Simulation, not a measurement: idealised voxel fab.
Process module name: voxel self aligned vias
The figure presents cross-section cut, which has a width of 190 nm and is divided into square cells with an edge length of 5 nm.
Heads up, the way a cross-section reads in here is a grid of square cells, handed over as bands from the top down, with every band being one or more rows of cells. Band entry format. Leading values: height of top, height of bottom, nm. Remainder: materials in left-to-right order, each with its width in nm. Special words: "full width" on a single material, which then fills the band edge to edge; "blank", empty space. Note: height 0 marks the level under which the wafer is uniformly one material as received. Lowest band unbounded below, written "0 and below". The notation "30 to 40" denotes a width that varies across the rows of cells in the band, beginning at the first number in the top row, finishing at the second number in the bottom row, and changing by an identical amount from each row to the next. For the purposes of this document, the phrase "stayed the same" attached to a step denotes that no cell within the cross-section was modified by that step. Each empty space that has no open way to the top and spans at least 8 cells appears under "Closed voids list" as width x height at distance, the distance counted from the left edge, all in nm. It should be noted that, on the line of a given step, the content following the step's settings is a remark produced by the simulator itself with respect to that step. overlay nm: where the mask lay relative to plan, measured to the right, on steps with a mask; negatives go left.
-- Steps planned for the process
step 1: op RECEIVE | material Si
step 2: op CONFORMAL_DEP | material SiO2 | thk nm 10
step 3: op CONFORMAL_DEP | material SiCN | thk nm 5
step 4: op DIRECTIONAL_DEP | material lowk | thk nm 30
step 5: op DIRECTIONAL_DEP | material aC | thk nm 10
step 6: op PATTERN | tone open | mask id LINES | material resist | width nm 30 | pitch nm 80 | thk nm 25 | overlay nm 0
step 7: op DIRECTIONAL_ETCH | etch materials aC | depth nm 10
step 8: op STRIP | etch materials resist
step 9: op DIRECTIONAL_ETCH | etch materials lowk | depth nm 30
step 10: op STRIP | etch materials aC
step 11: op CONFORMAL_DEP | material TiN | thk nm 5
step 12: op FILL_DEP | material Ru | thk nm 5
step 13: op CMP | height nm 45
step 14: op SELECTIVE_ETCH | etch materials W Ru TiN | depth nm 10
step 15: op FILL_DEP | material SiN | thk nm 5
step 16: op CMP | height nm 45
step 17: op DIRECTIONAL_DEP | material lowk | thk nm 20
step 18: op DIRECTIONAL_DEP | material aC | thk nm 10
step 19: op PATTERN | tone open | mask id VIAS | material resist | width nm 50 | pitch nm 80 | thk nm 25 | overlay nm 0
step 20: op DIRECTIONAL_ETCH | etch materials aC | depth nm 10
step 21: op STRIP | etch materials resist
step 22: op DIRECTIONAL_ETCH | etch materials lowk | depth nm 20
step 23: op DIRECTIONAL_ETCH | etch materials SiN | depth nm 10
step 24: op STRIP | etch materials aC
step 25: op CONFORMAL_DEP | material TiN | thk nm 5
step 26: op FILL_DEP | material W | thk nm 5
step 27: op CMP | height nm 65
step 28: op CONFORMAL_DEP | material SiCN | thk nm 5
-- This is the cross-section of the wafer as we received it, i.e. after step 1
> 0 and below  Si full width
> Closed voids list: none
-- first wafer at the end, as planned
> 70 down to 65  SiCN full width
> 65 down to 50  lowk 30 nm  TiN 5 nm  W 40 nm  TiN 5 nm  lowk 30 nm  TiN 5 nm  W 40 nm  TiN 5 nm  lowk 30 nm
> 50 down to 40  lowk 30 to 40 nm  TiN 15 to 5 nm  W 20 nm  TiN 15 to 5 nm  lowk 30 to 50 nm  TiN 15 to 5 nm  W 20 nm  TiN 15 to 5 nm  lowk 30 to 40 nm
> 40 down to 35  lowk 40 nm  TiN 30 nm  lowk 50 nm  TiN 30 nm  lowk 40 nm
> 35 down to 20  lowk 40 nm  TiN 5 nm  Ru 20 nm  TiN 5 nm  lowk 50 nm  TiN 5 nm  Ru 20 nm  TiN 5 nm  lowk 40 nm
> 20 down to 15  lowk 40 nm  TiN 30 nm  lowk 50 nm  TiN 30 nm  lowk 40 nm
> 15 down to 10  SiCN full width
> 10 down to 0  SiO2 full width
> 0 and below  Si full width
> Closed voids list: none
-- Wafer two, sectioned after the module: the first wafer's start, the first wafer's plan, and one mistake in how it was run
> 70 down to 65  SiCN full width
> 65 down to 50  lowk 30 nm  TiN 5 nm  W 40 nm  TiN 5 nm  lowk 30 nm  TiN 5 nm  W 40 nm  TiN 5 nm  lowk 30 nm
> 50 down to 40  lowk 30 to 40 nm  TiN 20 to 10 nm  W 10 nm  TiN 20 to 10 nm  lowk 30 to 50 nm  TiN 20 to 10 nm  W 10 nm  TiN 20 to 10 nm  lowk 30 to 40 nm
> 40 down to 35  lowk 40 nm  TiN 30 nm  lowk 50 nm  TiN 30 nm  lowk 40 nm
> 35 down to 20  lowk 40 nm  TiN 5 nm  Ru 20 nm  TiN 5 nm  lowk 50 nm  TiN 5 nm  Ru 20 nm  TiN 5 nm  lowk 40 nm
> 20 down to 15  lowk 40 nm  TiN 30 nm  lowk 50 nm  TiN 30 nm  lowk 40 nm
> 15 down to 10  SiCN full width
> 10 down to 0  SiO2 full width
> 0 and below  Si full width
> Closed voids list: none
What was done differently from what was planned? rather than as planned, step 14 actually ran as op SELECTIVE_ETCH | etch materials Ru | depth nm 10
FYI, end of process, the second wafer has more or fewer cells of some materials than the first: +8 TiN; -8 W
